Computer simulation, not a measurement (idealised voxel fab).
process module | voxel self aligned vias
cross-section cut | 235 nm wide | cells 5 nm
A cross-section is a grid of square cells, given in bands from the top down. A band is one or more rows of cells.
Each band's line starts with the height of the band's top and of its bottom, in nm. Then come its materials from left to right, each with its width in nm. One material with "throughout" fills the band from edge to edge. "air" is empty space.
Height 0 is the level under which the wafer as received is all one material. The lowest band goes on downwards, as in "0 down".
A width such as "30 to 40" changes by the same amount from each row of cells to the next, from the band's top row to its bottom row.
"no change" after a step means that no cell of the cross-section changed.
closed voids: empty space of 8 cells or more with no open way to the top, each as width x height at its distance from the left edge, in nm
after a step's settings: what the simulator itself notes on the step
overlay nm, on a step with a mask: how far to the right of its planned place the mask lay; to the left if negative
plan
1 op RECEIVE | material Si
2 op CONFORMAL_DEP | material SiO2 | thk nm 10
3 op CONFORMAL_DEP | material SiCN | thk nm 5
4 op DIRECTIONAL_DEP | material lowk | thk nm 25
5 op DIRECTIONAL_DEP | material aC | thk nm 15
6 op PATTERN | tone open | mask id LINES | material resist | width nm 20 | pitch nm 50 | thk nm 35 | overlay nm 0
7 op DIRECTIONAL_ETCH | etch materials aC | depth nm 15
8 op STRIP | etch materials resist
9 op DIRECTIONAL_ETCH | etch materials lowk | depth nm 25
10 op STRIP | etch materials aC
11 op CONFORMAL_DEP | material TiN | thk nm 5
12 op FILL_DEP | material Ru | thk nm 5
13 op CMP | height nm 40
14 op SELECTIVE_ETCH | etch materials W Ru TiN | depth nm 5
15 op FILL_DEP | material SiN | thk nm 5
16 op CMP | height nm 40
17 op DIRECTIONAL_DEP | material lowk | thk nm 20
18 op DIRECTIONAL_DEP | material aC | thk nm 15
19 op PATTERN | tone open | mask id VIAS | material resist | width nm 30 | thk nm 30 | overlay nm 0
20 op DIRECTIONAL_ETCH | etch materials aC | depth nm 15
21 op STRIP | etch materials resist
22 op DIRECTIONAL_ETCH | etch materials lowk | depth nm 20
23 op DIRECTIONAL_ETCH | etch materials SiN | depth nm 5
24 op STRIP | etch materials aC
25 op CONFORMAL_DEP | material TiN | thk nm 5
26 op FILL_DEP | material Ru | thk nm 5
27 op CMP | height nm 60
28 op CONFORMAL_DEP | material SiCN | thk nm 5
as received, after step 1
  0 down: Si throughout
  closed voids: none
a wafer at the end: this start, this plan, one mistake
  65 to 60: SiCN throughout
  60 to 45: lowk 70 | TiN 5 | Ru 30 | TiN 5 | lowk 125
  45 to 40: lowk 70 | TiN 15 | Ru 10 | TiN 15 | lowk 125
  40 to 35: lowk 80 | TiN 20 | lowk 30 | SiN 20 | lowk 85
  35 to 20: lowk 80 | TiN 5 | Ru 10 | TiN 5 | lowk 30 | TiN 5 | Ru 10 | TiN 5 | lowk 85
  20 to 15: lowk 80 | TiN 20 | lowk 30 | TiN 20 | lowk 85
  15 to 10: SiCN throughout
  10 to 0: SiO2 throughout
  0 down: Si throughout
  closed voids: none
what went wrong: step 19 ran as: op PATTERN | tone open | mask id VIAS | material resist | width nm 40 | thk nm 30 | overlay nm 0
